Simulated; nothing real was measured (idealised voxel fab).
Process module name: voxel transistor to metal
The figure presents cross-section cut, which has a width of 265 nm and is divided into square cells with an edge length of 5 nm.
Reading order for cross-sections: top band down to bottom band. Underlying form: a grid of square cells. Band size: one or more rows of cells. The band entry comprises the height of the band's top followed by the height of its bottom, expressed in nm, and subsequently the band's materials from left to right, each stated together with its width in nm. Where a single material is marked with the word "all across", that material fills the band from edge to edge. The word "blank" represents empty space. It should be noted that heights are counted from 0, beneath which the wafer as supplied is of one material throughout, and that the lowest band possesses no lower boundary but continues downward, as written in "0 down". A width given as "30..40" starts at the first number in the band's top row and ends at the second number in its bottom row, shifting by an equal amount at every step from row to row. Key: "same as before" - step with no changed cell in the cross-section. "Enclosed cavity list" enumerates empty spaces isolated from the top, with no open way to it, that contain at least 8 cells, giving each as width x height at distance from the left edge, all three in nm. That trailing text on a step's line, after the settings, is the simulator's own remark on the step. What "overlay nm" on a step's line means: if the step has a mask, that mask lay this far to the right of its planned place, or, when the value is negative, to the left.

### plan
1,RECEIVE,material Si
2,CONFORMAL_DEP,material SiO2,thk nm 5
3,CONFORMAL_DEP,material SiN,thk nm 10
4,DIRECTIONAL_DEP,material aC,thk nm 10
5,PATTERN,tone cover,mask id ACTIVE,material resist,width nm 105,pitch nm 125,thk nm 30,overlay nm 0
6,DIRECTIONAL_ETCH,etch materials aC,depth nm 10
7,STRIP,etch materials resist
8,DIRECTIONAL_ETCH,etch materials SiN,depth nm 10
9,DIRECTIONAL_ETCH,etch materials SiO2,depth nm 5
10,DIRECTIONAL_ETCH,etch materials Si,depth nm 35
11,STRIP,etch materials aC
12,FILL_DEP,material SiO2,thk nm 10
13,CMP,height nm 15
14,SELECTIVE_ETCH,etch materials SiO2,depth nm 5
15,STRIP,etch materials SiN
16,SELECTIVE_ETCH,etch materials SiO2,depth nm 5
17,OXIDIZE,depth nm 5
18,DIRECTIONAL_DEP,material polySi,thk nm 25
19,DIRECTIONAL_DEP,material SiCN,thk nm 15
20,MASKED_ETCH,tone cover,mask id GATE,width nm 25,pitch nm 125,etch materials SiCN,depth nm 25,overlay nm 0
21,MASKED_ETCH,tone cover,mask id GATE,width nm 25,pitch nm 125,etch materials polySi,depth nm 35,overlay nm 0
22,CONFORMAL_DEP,material SiN,thk nm 5
23,DIRECTIONAL_ETCH,etch materials SiN,depth nm 5
24,DIRECTIONAL_ETCH,etch materials SiO2,depth nm 5
25,EPI,material nSi,thk nm 5
26,FILL_DEP,material SiO2,thk nm 10
27,CMP,height nm 25
28,STRIP,etch materials polySi
29,SELECTIVE_ETCH,etch materials SiO2,depth nm 5
30,CONFORMAL_DEP,material HfO2,thk nm 5
31,CONFORMAL_DEP,material TiN,thk nm 5
32,FILL_DEP,material W,thk nm 10
33,CMP,height nm 20
34,DIRECTIONAL_DEP,material SiO2,thk nm 10
35,PATTERN,tone open,mask id CONTACT,material resist,width nm 15,thk nm 20,overlay nm 0
36,DIRECTIONAL_ETCH,etch materials SiO2,depth nm 30
37,STRIP,etch materials resist
38,CONFORMAL_DEP,material TiN,thk nm 5
39,FILL_DEP,material Ru,thk nm 10
40,CMP,height nm 30
41,CONFORMAL_DEP,material SiN,thk nm 5
42,DIRECTIONAL_DEP,material lowk,thk nm 15
43,PATTERN,tone open,mask id METAL_1,material resist,width nm 15,thk nm 15,overlay nm 0
44,DIRECTIONAL_ETCH,etch materials lowk,depth nm 15
45,DIRECTIONAL_ETCH,etch materials SiN,depth nm 5
46,STRIP,etch materials resist
47,CONFORMAL_DEP,material TiN,thk nm 5
48,FILL_DEP,material Cu,thk nm 5
49,CMP,height nm 50
50,EPI,material Ru,thk nm 5
51,FILL_DEP,material SiCN,thk nm 5

### Wafer cross-section on receipt, i.e. after step 1
  0 down  Si all across
  Enclosed cavity list: none

### What the wafer looks like in cross-section after this module, when it starts as shown above and follows the plan above but one mistake is made in running it
  60 to 55  SiCN all across
  55 to 50  SiCN 20 | Ru 25 | SiCN 45 | Ru 25 | SiCN 30 | Ru 25 | SiCN 45 | Ru 25 | SiCN 25
  50 to 35  lowk 25 | TiN 5 | Cu 5 | TiN 5 | lowk 55 | TiN 5 | Cu 5 | TiN 5 | lowk 40 | TiN 5 | Cu 5 | TiN 5 | lowk 55 | TiN 5 | Cu 5 | TiN 5 | lowk 30
  35 to 30  SiN 25 | TiN 15 | SiN 55 | TiN 15 | SiN 40 | TiN 15 | SiN 55 | TiN 15 | SiN 30
  30 to 20  SiO2 25 | TiN 5 | Ru 5 | TiN 5 | SiO2 55 | TiN 5 | Ru 5 | TiN 5 | SiO2 40 | TiN 5 | Ru 5 | TiN 5 | SiO2 55 | TiN 5 | Ru 5 | TiN 5 | SiO2 30
  20 to 5  SiO2 25 | TiN 5 | Ru 5 | TiN 5 | SiO2 10 | SiN 5 | TiN 5 | W 15 | TiN 5 | SiN 5 | SiO2 10 | TiN 5 | Ru 5 | TiN 5 | SiO2 40 | TiN 5 | Ru 5 | TiN 5 | SiO2 10 | SiN 5 | TiN 5 | W 15 | TiN 5 | SiN 5 | SiO2 10 | TiN 5 | Ru 5 | TiN 5 | SiO2 30
  5 to 0  SiO2 10 | SiN 5 | SiO2 10 | TiN 15 | SiO2 10 | SiN 5 | TiN 5 | W 15 | TiN 5 | SiN 5 | SiO2 10 | TiN 15 | SiO2 10 | SiN 5 | SiO2 10 | SiN 5 | SiO2 10 | TiN 15 | SiO2 10 | SiN 5 | TiN 5 | W 15 | TiN 5 | SiN 5 | SiO2 10 | TiN 15 | SiO2 10 | SiN 5 | SiO2 15
  0 to -5  SiO2 15 | nSi 35 | TiN 35 | nSi 35 | SiO2 20 | nSi 35 | TiN 35 | nSi 35 | SiO2 20
  -5 to -35  SiO2 15 | Si 105 | SiO2 20 | Si 105 | SiO2 20
  -35 down  Si all across
  Enclosed cavity list: none
Nonconformance to the process plan: it should be noted that step 30 of the plan was omitted and was not performed
